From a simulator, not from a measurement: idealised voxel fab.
process module | voxel spacer lines
cross-section cut | 195 nm wide | cells 5 nm
A cross-section is a grid of square cells, given in bands from the top down. A band is one or more rows of cells.
Each band's line starts with the height of the band's top and of its bottom, in nm. Then come its materials from left to right, each with its width in nm. One material with "throughout" fills the band from edge to edge. "air" is empty space.
Height 0 is the level under which the wafer as received is all one material. The lowest band goes on downwards, as in "0 down".
A width such as "30 to 40" changes by the same amount from each row of cells to the next, from the band's top row to its bottom row.
"no change" after a step means that no cell of the cross-section changed.
closed voids: empty space of 8 cells or more with no open way to the top, each as width x height at its distance from the left edge, in nm
after a step's settings: what the simulator itself notes on the step
overlay nm, on a step with a mask: how far to the right of its planned place the mask lay; to the left if negative
plan
1 op RECEIVE | material Si
2 op CONFORMAL_DEP | material Al2O3 | thk nm 10
3 op DIRECTIONAL_DEP | material W | thk nm 15
4 op DIRECTIONAL_DEP | material polySi | thk nm 25
5 op PATTERN | tone cover | mask id MANDREL | material resist | width nm 20 | pitch nm 60 | thk nm 30 | overlay nm 0
6 op DIRECTIONAL_ETCH | etch materials polySi | depth nm 25
7 op STRIP | etch materials resist
8 op CONFORMAL_DEP | material SiO2 | thk nm 10
9 op DIRECTIONAL_ETCH | etch materials SiO2 | depth nm 10
10 op STRIP | etch materials polySi
11 op DIRECTIONAL_ETCH | etch materials W | depth nm 15
12 op STRIP | etch materials SiO2
as received, after step 1
  0 down: Si throughout
  closed voids: none
first wafer at the end, as planned
  25 to 10: air 15 | W 10 | air 20 | W 10 | air 20 | W 10 | air 20 | W 10 | air 20 | W 10 | air 20 | W 10 | air 20
  10 to 0: Al2O3 throughout
  0 down: Si throughout
  closed voids: none
second wafer at the end: like start, like plan, one mistake
  30 to 15: air 15 | W 10 | air 20 | W 10 | air 20 | W 10 | air 20 | W 10 | air 20 | W 10 | air 20 | W 10 | air 20
  15 to 0: Al2O3 throughout
  0 down: Si throughout
  closed voids: none
what went wrong: step 2 ran as: op CONFORMAL_DEP | material Al2O3 | thk nm 15
at the end the second wafer has, in cells: 39 more of Al2O3
